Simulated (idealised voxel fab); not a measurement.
Herein follows the process module entitled voxel air gaps.
Displayed cross-section: cut, width of 175 nm, square cells sized 5 nm.
In what follows, cross-sections appear as grids of square cells, described through bands that run from the top down, where every band is one or more rows of cells.
Within each band entry, the heights of the top and of the bottom of the band appear first, in that order and in nm; the materials of the band then follow from left to right, each with its corresponding width in nm. The designation "throughout" on a single material indicates that it fills the band from edge to edge; the designation "empty" indicates empty space.
Heights are reckoned from 0. Under this level, the received wafer is all of one material. The bottommost band is open-ended downward, for example "z 0 and below".
Read "30->40" as a graded width: first number on top, second number at the bottom, same change between each pair of neighbouring rows.
The designation "nothing was modified", where it is given for a processing step, indicates that no cell of the cross-section was altered in the course of that step.
"Closed void list" - sealed voids, min. 8 cells, no opening to top; format: width x height at distance (distance from left edge; nm throughout).
Read whatever lies past the settings on a step's line as the simulator's own remark about the step.
"overlay nm" answers the question of how far to the right of plan the mask lay on a step that has a mask, and when it is negative the answer is to the left.
## Planned process steps
1,RECEIVE [material Si]
2,CONFORMAL_DEP [material SiO2] [thk nm 15]
3,CONFORMAL_DEP [material SiCN] [thk nm 5]
4,DIRECTIONAL_DEP [material lowk] [thk nm 35]
5,DIRECTIONAL_DEP [material aC] [thk nm 15]
6,PATTERN [tone open] [mask id LINES] [material resist] [width nm 25] [pitch nm 50] [thk nm 30] [overlay nm 0]
7,DIRECTIONAL_ETCH [etch materials aC] [depth nm 15]
8,STRIP [etch materials resist]
9,DIRECTIONAL_ETCH [etch materials lowk] [depth nm 35]
10,STRIP [etch materials aC]
11,CONFORMAL_DEP [material TiN] [thk nm 5]
12,FILL_DEP [material Cu] [thk nm 5]
13,CMP [height nm 55]
14,EPI [material Ru] [thk nm 10]
15,SELECTIVE_ETCH [etch materials lowk] [depth nm 45]
16,CONFORMAL_DEP [material SiCN] [thk nm 5]
## Cross-section of the wafer as it came to us, i.e., already through step 1
    z 0 and below | Si throughout
    Closed void list: none
## First of two wafers at the end of the module, shown in cross-section; run carried out as planned
    z 70 to 65 | empty: 10, then SiCN: 155, then empty: 10
    z 65 to 55 | empty: 10, then SiCN: 5, then Ru: 45, then SiCN: 5, then Ru: 45, then SiCN: 5, then Ru: 45, then SiCN: 5, then empty: 10
    z 55 to 50 | empty: 10, then SiCN: 15, then TiN: 5, then Cu: 15, then TiN: 5, then SiCN: 25, then TiN: 5, then Cu: 15, then TiN: 5, then SiCN: 25, then TiN: 5, then Cu: 15, then TiN: 5, then SiCN: 15, then empty: 10
    z 50 to 25 | empty: 20, then SiCN: 5, then TiN: 5, then Cu: 15, then TiN: 5, then SiCN: 5, then empty: 15, then SiCN: 5, then TiN: 5, then Cu: 15, then TiN: 5, then SiCN: 5, then empty: 15, then SiCN: 5, then TiN: 5, then Cu: 15, then TiN: 5, then SiCN: 5, then empty: 20
    z 25 to 20 | SiCN: 25, then TiN: 25, then SiCN: 25, then TiN: 25, then SiCN: 25, then TiN: 25, then SiCN: 25
    z 20 to 15 | SiCN throughout
    z 15 to 0 | SiO2 throughout
    z 0 and below | Si throughout
    Closed void list: 15 x 25 at 55; 15 x 25 at 105
## Cross-section of the latter of the two wafers at module completion. It had an identical start and an identical plan to the former; in running it, one mistake was made
    z 70 to 65 | empty: 15, then SiCN: 45, then empty: 5, then SiCN: 45, then empty: 5, then SiCN: 45, then empty: 15
    z 65 to 55 | empty: 15, then SiCN: 5, then Ru: 35, then SiCN: 5, then empty: 5, then SiCN: 5, then Ru: 35, then SiCN: 5, then empty: 5, then SiCN: 5, then Ru: 35, then SiCN: 5, then empty: 15
    z 55 to 50 | empty: 15, then SiCN: 15, then TiN: 5, then Cu: 5, then TiN: 5, then SiCN: 15, then empty: 5, then SiCN: 15, then TiN: 5, then Cu: 5, then TiN: 5, then SiCN: 15, then empty: 5, then SiCN: 15, then TiN: 5, then Cu: 5, then TiN: 5, then SiCN: 15, then empty: 15
    z 50 to 25 | empty: 25, then SiCN: 5, then TiN: 5, then Cu: 5, then TiN: 5, then SiCN: 5, then empty: 25, then SiCN: 5, then TiN: 5, then Cu: 5, then TiN: 5, then SiCN: 5, then empty: 25, then SiCN: 5, then TiN: 5, then Cu: 5, then TiN: 5, then SiCN: 5, then empty: 25
    z 25 to 20 | SiCN: 30, then TiN: 15, then SiCN: 35, then TiN: 15, then SiCN: 35, then TiN: 15, then SiCN: 30
    z 20 to 15 | SiCN throughout
    z 15 to 0 | SiO2 throughout
    z 0 and below | Si throughout
    Closed void list: none
Error vs. plan: step 6 ran as: PATTERN [tone open] [mask id LINES] [material resist] [width nm 15] [pitch nm 50] [thk nm 30] [overlay nm 0]
Heads up, by the end the second wafer has more or fewer cells of some materials compared to the first: Cu: 36 fewer | Ru: 12 fewer | SiCN: 8 more | TiN: 6 fewer
On completion, 0 closed voids are found in the second wafer, whereas the first wafer has 2.
